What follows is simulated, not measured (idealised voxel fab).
Module name: voxel ribs on slabs (process module)
Section shown: cut. Width: 215 nm. Cell size: 5 nm, square.
Cross-sections here: square-cell grids, written as top-down lists of bands, a band being one or more rows of cells. Band: top and bottom heights (nm) first, top before bottom; then materials from left to right, widths in nm. "everywhere" marks a sole material filling the band edge to edge. "blank" denotes empty space. A quick word on heights: they are counted from 0, and under that level the wafer as it came to us is one material throughout. The lowest band is different from the rest in having no bottom; it simply continues downward, written as in "top 0, no bottom". Think of "30->40" as a width that walks from the first number to the second as you go down the band, top row to bottom row, taking equal-sized steps from row to row. For the purposes of this document, the phrase "left unchanged" attached to a step denotes that no cell within the cross-section was modified by that step. "Fully closed voids": empty spaces of 8 cells or more with no open way to the top, each given as width x height at distance, distance from the left edge, all in nm. Past the settings on a step's line: simulator remark, on that step. The setting "overlay nm" may be written on the line of a step. When the step uses a mask, the value reports how far to the right of the planned place the mask lay, and a negative value reports that it lay to the left.

### Set out below are the planned steps of the process
- 1: RECEIVE [material Si]
- 2: DIRECTIONAL_DEP [material SiO2] [thk nm 25]
- 3: DIRECTIONAL_DEP [material SiN] [thk nm 15]
- 4: PATTERN [tone cover] [mask id RIB] [material resist] [width nm 25] [thk nm 15] [overlay nm 0]
- 5: DIRECTIONAL_ETCH [etch materials SiN] [depth nm 5]
- 6: STRIP [etch materials resist]
- 7: PATTERN [tone cover] [mask id SLAB] [material resist] [width nm 55] [thk nm 15] [overlay nm 0]
- 8: DIRECTIONAL_ETCH [etch materials SiN] [depth nm 10]
- 9: STRIP [etch materials resist]
- 10: FILL_DEP [material SiO2] [thk nm 25]
- 11: CMP [height nm 60]
- 12: DIRECTIONAL_DEP [material TiN] [thk nm 10]
- 13: DIRECTIONAL_DEP [material aC] [thk nm 15]
- 14: PATTERN [tone cover] [mask id HEATER] [material resist] [width nm 35] [thk nm 35] [overlay nm 0]
- 15: DIRECTIONAL_ETCH [etch materials aC] [depth nm 15]
- 16: STRIP [etch materials resist]
- 17: DIRECTIONAL_ETCH [etch materials TiN] [depth nm 10]
- 18: STRIP [etch materials aC]
- 19: CONFORMAL_DEP [material SiO2] [thk nm 10]

### Cross-section of the wafer at receipt, which is the condition after step 1
- top 0, no bottom | Si everywhere
- Fully closed voids: none

### Same starting wafer, same plan as above, one mistake in the execution; this is the cross-section at the end of the module
- top 80, bottom 70 | blank 80 nm, then SiO2 55 nm, then blank 80 nm
- top 70, bottom 60 | SiO2 90 nm, then TiN 35 nm, then SiO2 90 nm
- top 60, bottom 40 | SiO2 everywhere
- top 40, bottom 35 | SiO2 80 nm, then SiN 15 nm, then SiO2 25 nm, then SiN 15 nm, then SiO2 80 nm
- top 35, bottom 30 | SiO2 80 nm, then SiN 55 nm, then SiO2 80 nm
- top 30, bottom 25 | SiN everywhere
- top 25, bottom 0 | SiO2 everywhere
- top 0, no bottom | Si everywhere
- Fully closed voids: none
What was the processing mistake? the process deviated at step 4: the operation and settings actually run there were PATTERN [tone open] [mask id RIB] [material resist] [width nm 25] [thk nm 15] [overlay nm 0]
